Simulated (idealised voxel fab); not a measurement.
process module | voxel transistor to metal
cross-section cut | 160 nm wide | cells 5 nm
A cross-section is a grid of square cells, given in bands from the top down. A band is one or more rows of cells.
Each band's line starts with the height of the band's top and of its bottom, in nm. Then come its materials from left to right, each with its width in nm. One material with "throughout" fills the band from edge to edge. "air" is empty space.
Height 0 is the level under which the wafer as received is all one material. The lowest band goes on downwards, as in "0 down".
A width such as "30 to 40" changes by the same amount from each row of cells to the next, from the band's top row to its bottom row.
"no change" after a step means that no cell of the cross-section changed.
closed voids: empty space of 8 cells or more with no open way to the top, each as width x height at its distance from the left edge, in nm
after a step's settings: what the simulator itself notes on the step
overlay nm, on a step with a mask: how far to the right of its planned place the mask lay; to the left if negative
plan
1 op RECEIVE | material Si
2 op OXIDIZE | depth nm 5
3 op CONFORMAL_DEP | material SiN | thk nm 10
4 op MASKED_ETCH | tone cover | mask id ACTIVE | width nm 110 | etch materials SiN | depth nm 10 | overlay nm 0
5 op MASKED_ETCH | tone cover | mask id ACTIVE | width nm 110 | etch materials SiO2 | depth nm 5 | overlay nm 0
6 op MASKED_ETCH | tone cover | mask id ACTIVE | width nm 110 | etch materials Si | depth nm 25 | overlay nm 0
7 op FILL_DEP | material SiO2 | thk nm 5
8 op CMP | height nm 10
9 op SELECTIVE_ETCH | etch materials SiO2 | depth nm 5
10 op STRIP | etch materials SiN
11 op SELECTIVE_ETCH | etch materials SiO2 | depth nm 5
12 op OXIDIZE | depth nm 5
13 op DIRECTIONAL_DEP | material polySi | thk nm 20
14 op DIRECTIONAL_DEP | material SiCN | thk nm 15
15 op PATTERN | tone cover | mask id GATE | material resist | width nm 30 | thk nm 15 | overlay nm 0
16 op DIRECTIONAL_ETCH | etch materials SiCN | depth nm 25
17 op DIRECTIONAL_ETCH | etch materials polySi | depth nm 30
18 op STRIP | etch materials resist
19 op CONFORMAL_DEP | material SiO2 | thk nm 5
20 op DIRECTIONAL_ETCH | etch materials SiO2 | depth nm 5
21 op CONFORMAL_DEP | material SiN | thk nm 10
22 op DIRECTIONAL_ETCH | etch materials SiN | depth nm 10
23 op DIRECTIONAL_ETCH | etch materials SiO2 | depth nm 5
24 op EPI | material nSi | thk nm 5
25 op FILL_DEP | material SiO2 | thk nm 5
26 op CMP | height nm 15
27 op STRIP | etch materials polySi
28 op SELECTIVE_ETCH | etch materials SiO2 | depth nm 5
29 op CONFORMAL_DEP | material HfO2 | thk nm 5
30 op CONFORMAL_DEP | material TiN | thk nm 5
31 op FILL_DEP | material W | thk nm 5
32 op CMP | height nm 10
33 op DIRECTIONAL_DEP | material SiO2 | thk nm 10
34 op MASKED_ETCH | tone open | mask id CONTACT | width nm 20 | pitch nm 80 | etch materials SiO2 | depth nm 25 | overlay nm 0
35 op CONFORMAL_DEP | material TiN | thk nm 5
36 op FILL_DEP | material W | thk nm 10
37 op CMP | height nm 20
38 op DIRECTIONAL_DEP | material TiN | thk nm 5
39 op DIRECTIONAL_DEP | material W | thk nm 25
40 op MASKED_ETCH | tone cover | mask id METAL_1 | width nm 20 | pitch nm 80 | etch materials W | depth nm 25 | overlay nm 0
41 op MASKED_ETCH | tone cover | mask id METAL_1 | width nm 20 | pitch nm 80 | etch materials TiN | depth nm 5 | overlay nm 0
42 op CONFORMAL_DEP | material SiCN | thk nm 5
43 op FILL_DEP | material lowk | thk nm 10
44 op CMP | height nm 50
45 op CONFORMAL_DEP | material SiCN | thk nm 5
as received, after step 1
  0 down: Si throughout
  closed voids: none
first wafer at the end, as planned
  55 to 50: SiCN throughout
  50 to 25: lowk 25 | SiCN 5 | W 20 | SiCN 5 | lowk 50 | SiCN 5 | W 20 | SiCN 5 | lowk 25
  25 to 20: SiCN 30 | TiN 20 | SiCN 60 | TiN 20 | SiCN 30
  20 to 10: SiO2 30 | TiN 5 | W 10 | TiN 5 | SiO2 60 | TiN 5 | W 10 | TiN 5 | SiO2 30
  10 to 0: SiO2 30 | TiN 5 to 10 | W 10 to 5 | TiN 5 | SiN 10 | HfO2 5 | TiN 5 | W 20 | TiN 5 | HfO2 5 | SiN 10 | TiN 5 | W 10 to 5 | TiN 5 to 10 | SiO2 30
  0 to -5: SiO2 25 | SiN 10 | TiN 15 | SiN 10 | HfO2 5 | TiN 30 | HfO2 5 | SiN 10 | TiN 15 | SiN 10 | SiO2 25
  -5 to -10: SiO2 35 | nSi 15 | SiO2 10 | HfO2 40 | SiO2 10 | nSi 15 | SiO2 35
  -10 to -30: SiO2 25 | Si 110 | SiO2 25
  -30 down: Si throughout
  closed voids: none
second wafer at the end: like start, like plan, one mistake
  55 to 50: SiCN throughout
  50 to 25: lowk 25 | SiCN 5 | W 20 | SiCN 5 | lowk 50 | SiCN 5 | W 20 | SiCN 5 | lowk 25
  25 to 20: SiCN 30 | TiN 20 | SiCN 60 | TiN 20 | SiCN 30
  20 to 10: SiO2 30 | TiN 5 | W 10 | TiN 5 | SiO2 60 | TiN 5 | W 10 | TiN 5 | SiO2 30
  10 to 0: SiO2 30 | TiN 5 to 10 | W 10 to 5 | TiN 5 | SiO2 5 | SiN 10 | HfO2 5 | TiN 5 | W 10 | TiN 5 | HfO2 5 | SiN 10 | SiO2 5 | TiN 5 | W 10 to 5 | TiN 5 to 10 | SiO2 30
  0 to -5: SiO2 25 | SiN 10 | TiN 15 | SiO2 5 | SiN 10 | HfO2 5 | TiN 20 | HfO2 5 | SiN 10 | SiO2 5 | TiN 15 | SiN 10 | SiO2 25
  -5 to -10: SiO2 35 | nSi 20 | SiO2 10 | HfO2 30 | SiO2 10 | nSi 20 | SiO2 35
  -10 to -30: SiO2 25 | Si 110 | SiO2 25
  -30 down: Si throughout
  closed voids: none
what went wrong: step 15 ran as: op PATTERN | tone cover | mask id GATE | material resist | width nm 20 | thk nm 15 | overlay nm 0
at the end the second wafer has, in cells: 2 fewer of HfO2 | 6 more of SiO2 | 2 fewer of TiN | 4 fewer of W | 2 more of nSi
